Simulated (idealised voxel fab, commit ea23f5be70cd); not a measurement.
Process module heading - voxel self aligned contacts
Section shown: cut. Width: 260 nm. Cell size: 5 nm, square.
A cross-section is a grid of square cells, given in bands from the top down. A band is one or more rows of cells.
Top, bottom (nm), then materials left to right with widths (nm); lone material tagged "full width" fills the whole band edge to edge; "empty" = empty space.
Measure heights from 0. That's the level where, below it, the as-received wafer is all one material. The lowest band is bottomless and extends downward; write it as in "0 down".
Quick explanation for "30..40": the width changes in equal steps down the rows of cells, from the first number in the band's top row to the second number in its bottom row.
Reading "no change occurred" for a step: not a cell of the cross-section changed in it.
The entry "Unvented voids" lists the empty spaces that cover at least 8 cells and have no open path to the top. Each is written as width x height at distance, where the distance is measured from the left edge and all three values are in nm.
Read whatever lies past the settings on a step's line as the simulator's own remark about the step.
The line of a step may include "overlay nm". On a step with a mask, this value is how far to the right of its planned place the mask lay. A negative value means the mask lay to the left.
-- Process steps - plan
| 1 | op RECEIVE | material Si |
| 2 | op CONFORMAL_DEP | material SiO2 | thk nm 5 |
| 3 | op DIRECTIONAL_DEP | material polySi | thk nm 30 |
| 4 | op DIRECTIONAL_DEP | material SiN | thk nm 15 |
| 5 | op MASKED_ETCH | tone cover | mask id GATE | width nm 25 | pitch nm 55 | etch materials SiN | depth nm 15 | overlay nm 0 |
| 6 | op MASKED_ETCH | tone cover | mask id GATE | width nm 25 | pitch nm 55 | etch materials polySi | depth nm 30 | overlay nm 0 |
| 7 | op CONFORMAL_DEP | material SiN | thk nm 5 |
| 8 | op DIRECTIONAL_ETCH | etch materials SiN | depth nm 5 |
| 9 | op FILL_DEP | material SiO2 | thk nm 20 |
| 10 | op CMP | height nm 60 |
| 11 | op PATTERN | tone open | mask id CONTACT | material resist | width nm 40 | thk nm 20 | overlay nm 0 |
| 12 | op DIRECTIONAL_ETCH | etch materials SiO2 | depth nm 60 |
| 13 | op STRIP | etch materials resist |
| 14 | op CONFORMAL_DEP | material TiN | thk nm 5 |
| 15 | op FILL_DEP | material Ru | thk nm 5 |
| 16 | op CMP | height nm 60 |
| 17 | op CONFORMAL_DEP | material SiCN | thk nm 5 |
-- As-received state of the wafer in cross-section, equivalent to post-step 1
    0 down  Si full width
    Unvented voids: none
-- Cross-sectional view of the first of the two wafers upon completion of the module, processed in accordance with the plan
    65 to 60  SiCN full width
    60 to 50  SiO2 110  TiN 5..15  Ru 30..10  TiN 5..15  SiO2 110
    50 to 35  SiO2 85  SiN 35  TiN 5  Ru 10  TiN 5  SiN 35  SiO2 85
    35 to 5  SiO2 85  SiN 5  polySi 25  SiN 5  TiN 5  Ru 10  TiN 5  SiN 5  polySi 25  SiN 5  SiO2 85
    5 to 0  SiO2 120  TiN 20  SiO2 120
    0 down  Si full width
    Unvented voids: none
-- So this is wafer number two of the two, cut at the end of the module - it started where the first did and had the same plan, we just got one thing wrong running it
    65 to 60  polySi full width
    60 to 50  SiO2 110  TiN 5..15  Ru 30..10  TiN 5..15  SiO2 110
    50 to 35  SiO2 85  SiN 35  TiN 5  Ru 10  TiN 5  SiN 35  SiO2 85
    35 to 5  SiO2 85  SiN 5  polySi 25  SiN 5  TiN 5  Ru 10  TiN 5  SiN 5  polySi 25  SiN 5  SiO2 85
    5 to 0  SiO2 120  TiN 20  SiO2 120
    0 down  Si full width
    Unvented voids: none
Where did the run depart from the plan? planned and actual differ for step 17; actual: op CONFORMAL_DEP | material polySi | thk nm 5
Count the cells at the end and the second wafer has more or fewer of some materials than the first: -52 SiCN, +52 polySi
